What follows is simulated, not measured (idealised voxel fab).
process module | voxel trench capacitor
cross-section cut | 285 nm wide | cells 5 nm
A cross-section is a grid of square cells, given in bands from the top down. A band is one or more rows of cells.
Each band's line starts with the height of the band's top and of its bottom, in nm. Then come its materials from left to right, each with its width in nm. One material with "throughout" fills the band from edge to edge. "air" is empty space.
Height 0 is the level under which the wafer as received is all one material. The lowest band goes on downwards, as in "0 down".
A width such as "30 to 40" changes by the same amount from each row of cells to the next, from the band's top row to its bottom row.
"no change" after a step means that no cell of the cross-section changed.
closed voids: empty space of 8 cells or more with no open way to the top, each as width x height at its distance from the left edge, in nm
after a step's settings: what the simulator itself notes on the step
overlay nm, on a step with a mask: how far to the right of its planned place the mask lay; to the left if negative
plan
1 op RECEIVE | material Si
2 op CONFORMAL_DEP | material SiN | thk nm 5
3 op DIRECTIONAL_DEP | material aC | thk nm 10
4 op PATTERN | tone open | mask id TRENCH | material resist | width nm 25 | pitch nm 40 | thk nm 30 | overlay nm 0
5 op DIRECTIONAL_ETCH | etch materials aC | depth nm 10
6 op STRIP | etch materials resist
7 op DIRECTIONAL_ETCH | etch materials SiN | depth nm 5
8 op DIRECTIONAL_ETCH | etch materials Si | depth nm 40
9 op STRIP | etch materials aC
10 op CONFORMAL_DEP | material Al2O3 | thk nm 5
11 op CONFORMAL_DEP | material TiN | thk nm 5
12 op FILL_DEP | material W | thk nm 10
13 op CMP | height nm 5
first wafer, as planned
as received, after step 1
  0 down: Si throughout
  closed voids: none
after step 2
  5 to 0: SiN throughout
  below 0: unchanged
after step 3
  15 to 5: aC throughout
  below 5: unchanged
after step 4
  45 to 15: resist 110 | air 25 | resist 15 | air 25 | resist 110
  below 15: unchanged
after step 5
  35 to 15: resist 110 | air 25 | resist 15 | air 25 | resist 110
  15 to 5: aC 110 | air 25 | aC 15 | air 25 | aC 110
  below 5: unchanged
after step 6
  15 to 5: aC 110 | air 25 | aC 15 | air 25 | aC 110
  below 5: unchanged
after step 7
  15 to 5: aC 110 | air 25 | aC 15 | air 25 | aC 110
  5 to 0: SiN 110 | air 25 | SiN 15 | air 25 | SiN 110
  below 0: unchanged
after step 8
  15 to 5: aC 110 | air 25 | aC 15 | air 25 | aC 110
  5 to 0: SiN 110 | air 25 | SiN 15 | air 25 | SiN 110
  0 to -40: Si 110 | air 25 | Si 15 | air 25 | Si 110
  below -40: unchanged
after step 9
  5 to 0: SiN 110 | air 25 | SiN 15 | air 25 | SiN 110
  below 0: unchanged
after step 10
  10 to 5: Al2O3 115 | air 15 | Al2O3 25 | air 15 | Al2O3 115
  5 to 0: SiN 110 | Al2O3 5 | air 15 | Al2O3 5 | SiN 15 | Al2O3 5 | air 15 | Al2O3 5 | SiN 110
  0 to -35: Si 110 | Al2O3 5 | air 15 | Al2O3 5 | Si 15 | Al2O3 5 | air 15 | Al2O3 5 | Si 110
  -35 to -40: Si 110 | Al2O3 25 | Si 15 | Al2O3 25 | Si 110
  below -40: unchanged
after step 11
  15 to 10: TiN 120 | air 5 | TiN 35 | air 5 | TiN 120
  10 to 5: Al2O3 115 | TiN 5 | air 5 | TiN 5 | Al2O3 25 | TiN 5 | air 5 | TiN 5 | Al2O3 115
  5 to 0: SiN 110 | Al2O3 5 | TiN 5 | air 5 | TiN 5 | Al2O3 5 | SiN 15 | Al2O3 5 | TiN 5 | air 5 | TiN 5 | Al2O3 5 | SiN 110
  0 to -30: Si 110 | Al2O3 5 | TiN 5 | air 5 | TiN 5 | Al2O3 5 | Si 15 | Al2O3 5 | TiN 5 | air 5 | TiN 5 | Al2O3 5 | Si 110
  -30 to -35: Si 110 | Al2O3 5 | TiN 15 | Al2O3 5 | Si 15 | Al2O3 5 | TiN 15 | Al2O3 5 | Si 110
  below -35: unchanged
after step 12
  25 to 15: W throughout
  15 to 10: TiN 120 | W 5 | TiN 35 | W 5 | TiN 120
  10 to 5: Al2O3 115 | TiN 5 | W 5 | TiN 5 | Al2O3 25 | TiN 5 | W 5 | TiN 5 | Al2O3 115
  5 to 0: SiN 110 | Al2O3 5 | TiN 5 | W 5 | TiN 5 | Al2O3 5 | SiN 15 | Al2O3 5 | TiN 5 | W 5 | TiN 5 | Al2O3 5 | SiN 110
  0 to -30: Si 110 | Al2O3 5 | TiN 5 | W 5 | TiN 5 | Al2O3 5 | Si 15 | Al2O3 5 | TiN 5 | W 5 | TiN 5 | Al2O3 5 | Si 110
  below -30: unchanged
after step 13
  5 to 0: SiN 110 | Al2O3 5 | TiN 5 | W 5 | TiN 5 | Al2O3 5 | SiN 15 | Al2O3 5 | TiN 5 | W 5 | TiN 5 | Al2O3 5 | SiN 110
  below 0: unchanged
second wafer: like start, like plan, one mistake. Through step 11 it matches the first wafer
when step 12 should have ended
  35 to 15: W throughout
  15 to 10: TiN 120 | W 5 | TiN 35 | W 5 | TiN 120
  10 to 5: Al2O3 115 | TiN 5 | W 5 | TiN 5 | Al2O3 25 | TiN 5 | W 5 | TiN 5 | Al2O3 115
  5 to 0: SiN 110 | Al2O3 5 | TiN 5 | W 5 | TiN 5 | Al2O3 5 | SiN 15 | Al2O3 5 | TiN 5 | W 5 | TiN 5 | Al2O3 5 | SiN 110
  0 to -30: Si 110 | Al2O3 5 | TiN 5 | W 5 | TiN 5 | Al2O3 5 | Si 15 | Al2O3 5 | TiN 5 | W 5 | TiN 5 | Al2O3 5 | Si 110
  below -30: unchanged
when step 13 should have ended
  5 to 0: SiN 110 | Al2O3 5 | TiN 5 | W 5 | TiN 5 | Al2O3 5 | SiN 15 | Al2O3 5 | TiN 5 | W 5 | TiN 5 | Al2O3 5 | SiN 110
  below 0: unchanged
what went wrong: step 12 was run twice
at the end the two cross-sections are the same: no effect in what this model computes
